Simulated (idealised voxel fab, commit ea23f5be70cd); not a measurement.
The name of this process module is voxel ribs on slabs.
Square cell edge 5 nm, section width 255 nm, ID cut.
Reading order for cross-sections: top band down to bottom band. Underlying form: a grid of square cells. Band size: one or more rows of cells.
In this notation a band is specified by the heights of its top and bottom, in that order and in nm, after which its materials appear from left to right, each paired with its width in nm. The word "throughout" attached to a single material means that material fills the band from edge to edge; the word "air" stands for empty space.
For the purposes of this specification, 0 denotes the height below which the wafer in its as-received condition is composed wholly of one material, and the lowermost band, lacking a lower limit, extends downward without end, as expressed in "0 down".
The expression "30->40" gives the width at the extremes of the band, the first number at its top row of cells and the second at its bottom row, with the width changing by equal amounts from each row to the next in between.
"changes: none" after a step means that no cell of the cross-section changed.
"Voids, enclosed" enumerates empty spaces isolated from the top, with no open way to it, that contain at least 8 cells, giving each as width x height at distance from the left edge, all three in nm.
What comes after the settings on a step's line is commentary from the simulator itself on that step.
"overlay nm" answers the question of how far to the right of plan the mask lay on a step that has a mask, and when it is negative the answer is to the left.

The planned process steps are enumerated hereunder:
step 1: RECEIVE | material Si
step 2: DIRECTIONAL_DEP | material SiO2 | thk nm 30
step 3: DIRECTIONAL_DEP | material polySi | thk nm 10
step 4: MASKED_ETCH | tone cover | mask id RIB | width nm 20 | etch materials polySi | depth nm 10 | overlay nm 0
step 5: DIRECTIONAL_DEP | material aC | thk nm 10
step 6: PATTERN | tone cover | mask id SLAB | material resist | width nm 80 | thk nm 25 | overlay nm 0
step 7: DIRECTIONAL_ETCH | etch materials aC | depth nm 10
step 8: STRIP | etch materials resist
step 9: DIRECTIONAL_ETCH | etch materials polySi | depth nm 5
step 10: STRIP | etch materials aC
step 11: FILL_DEP | material SiO2 | thk nm 20
step 12: CMP | height nm 60
step 13: DIRECTIONAL_DEP | material W | thk nm 10
step 14: DIRECTIONAL_DEP | material aC | thk nm 15
step 15: PATTERN | tone cover | mask id HEATER | material resist | width nm 30 | thk nm 30 | overlay nm 0
step 16: DIRECTIONAL_ETCH | etch materials aC | depth nm 15
step 17: STRIP | etch materials resist
step 18: DIRECTIONAL_ETCH | etch materials W | depth nm 10
step 19: STRIP | etch materials aC
step 20: CONFORMAL_DEP | material SiO2 | thk nm 10
The plan's step 3 thk nm is the first wafer's value; the wafers differ in this setting and start identical.

As-received cross-section, first of several wafers, post step 1:
0 down | Si throughout
Voids, enclosed: none

each wafer at the end: cells of each material gained (+) or lost (-) since it was received, then its closed voids:
thk nm 10, +714 SiO2, +12 W, +8 polySi, Voids, enclosed: none
thk nm 15, +698 SiO2, +12 W, +24 polySi, Voids, enclosed: none
thk nm 20, +647 SiO2, +12 W, +75 polySi, Voids, enclosed: none
thk nm 25, +596 SiO2, +12 W, +126 polySi, Voids, enclosed: none
thk nm 30, +545 SiO2, +12 W, +177 polySi, Voids, enclosed: none
